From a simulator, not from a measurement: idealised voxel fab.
Presented below is a process module, voxel fin reveal.
Section cut is 260 nm wide and gridded with 5 nm square cells.
Just so we're on the same page, the cross-sections are grids of square cells, and they're listed out in bands top to bottom, each band one or more rows deep.
First you get the band's top height and its bottom height, in nm, and then the materials it's made of, left to right, with each width in nm. If you see a single material with "everywhere", that one covers the band edge to edge. "blank" is empty space.
The reference from which all heights are counted is 0, the level beneath which the as-received wafer is entirely one material; the lowest band, having no lower bound, proceeds downward and is written after the example "0 and below".
Quick explanation for "30 to 40": the width changes in equal steps down the rows of cells, from the first number in the band's top row to the second number in its bottom row.
Step note "all unchanged" = no cross-section cell changed.
In "Unvented cavities" the enclosed voids are listed, meaning empty spaces of 8 cells or larger without any opening to the top. The form is width x height at distance, distance from the left edge, units nm.
Past the settings on a step's line: simulator remark, on that step.
overlay nm: on a step with a mask, how far right of its planned place the mask lay; negative means left.
### Below is the list of planned process steps
1: RECEIVE (material Si)
2: CONFORMAL_DEP (material SiN; thk nm 5)
3: DIRECTIONAL_DEP (material aC; thk nm 10)
4: PATTERN (tone cover; mask id FINS; material resist; width nm 15; pitch nm 35; thk nm 25; overlay nm 0)
5: DIRECTIONAL_ETCH (etch materials aC; depth nm 10)
6: STRIP (etch materials resist)
7: DIRECTIONAL_ETCH (etch materials SiN; depth nm 5)
8: DIRECTIONAL_ETCH (etch materials Si; depth nm 35)
9: STRIP (etch materials aC)
10: FILL_DEP (material SiO2; thk nm 5)
11: CMP (height nm 5)
12: SELECTIVE_ETCH (etch materials SiO2; depth nm 25)
13: STRIP (etch materials SiN)
14: CONFORMAL_DEP (material HfO2; thk nm 5)
### Here's what the wafer looked like in cross-section when it arrived - that's after step 1
	0 and below  Si everywhere
	Unvented cavities: none
### First of two wafers at the end of the module, shown in cross-section; run carried out as planned
	5 down to 0  blank (65); HfO2 (25); blank (10); HfO2 (25); blank (10); HfO2 (25); blank (10); HfO2 (25); blank (65)
	0 down to -15  blank (65); HfO2 (5); Si (15); HfO2 (5); blank (10); HfO2 (5); Si (15); HfO2 (5); blank (10); HfO2 (5); Si (15); HfO2 (5); blank (10); HfO2 (5); Si (15); HfO2 (5); blank (65)
	-15 down to -20  HfO2 (70); Si (15); HfO2 (20); Si (15); HfO2 (20); Si (15); HfO2 (20); Si (15); HfO2 (70)
	-20 down to -35  SiO2 (70); Si (15); SiO2 (20); Si (15); SiO2 (20); Si (15); SiO2 (20); Si (15); SiO2 (70)
	-35 and below  Si everywhere
	Unvented cavities: none
### What the second wafer looks like in cross-section once the module is done. Its start and its plan matched the first wafer's exactly; what differed was one mistake in how it was run
	5 down to 0  blank (65); HfO2 (25); blank (10); HfO2 (25); blank (10); HfO2 (25); blank (10); HfO2 (25); blank (65)
	0 down to -15  blank (65); HfO2 (5); Si (15); HfO2 (5); blank (10); HfO2 (5); Si (15); HfO2 (5); blank (10); HfO2 (5); Si (15); HfO2 (5); blank (10); HfO2 (5); Si (15); HfO2 (5); blank (65)
	-15 down to -20  HfO2 (50); blank (15); HfO2 (5); Si (15); HfO2 (5); blank (10); HfO2 (5); Si (15); HfO2 (5); blank (10); HfO2 (5); Si (15); HfO2 (5); blank (10); HfO2 (5); Si (15); HfO2 (5); blank (15); HfO2 (50)
	-20 down to -25  SiO2 (45); HfO2 (25); Si (15); HfO2 (20); Si (15); HfO2 (20); Si (15); HfO2 (20); Si (15); HfO2 (25); SiO2 (45)
	-25 down to -35  SiO2 (70); Si (15); SiO2 (20); Si (15); SiO2 (20); Si (15); SiO2 (20); Si (15); SiO2 (70)
	-35 and below  Si everywhere
	Unvented cavities: none
Misprocessing identified: ran 12 and 13 in swapped order versus the plan
The closing comparison, in cells, has the second wafer with more or fewer of some materials than the first: +10 HfO2, -22 SiO2
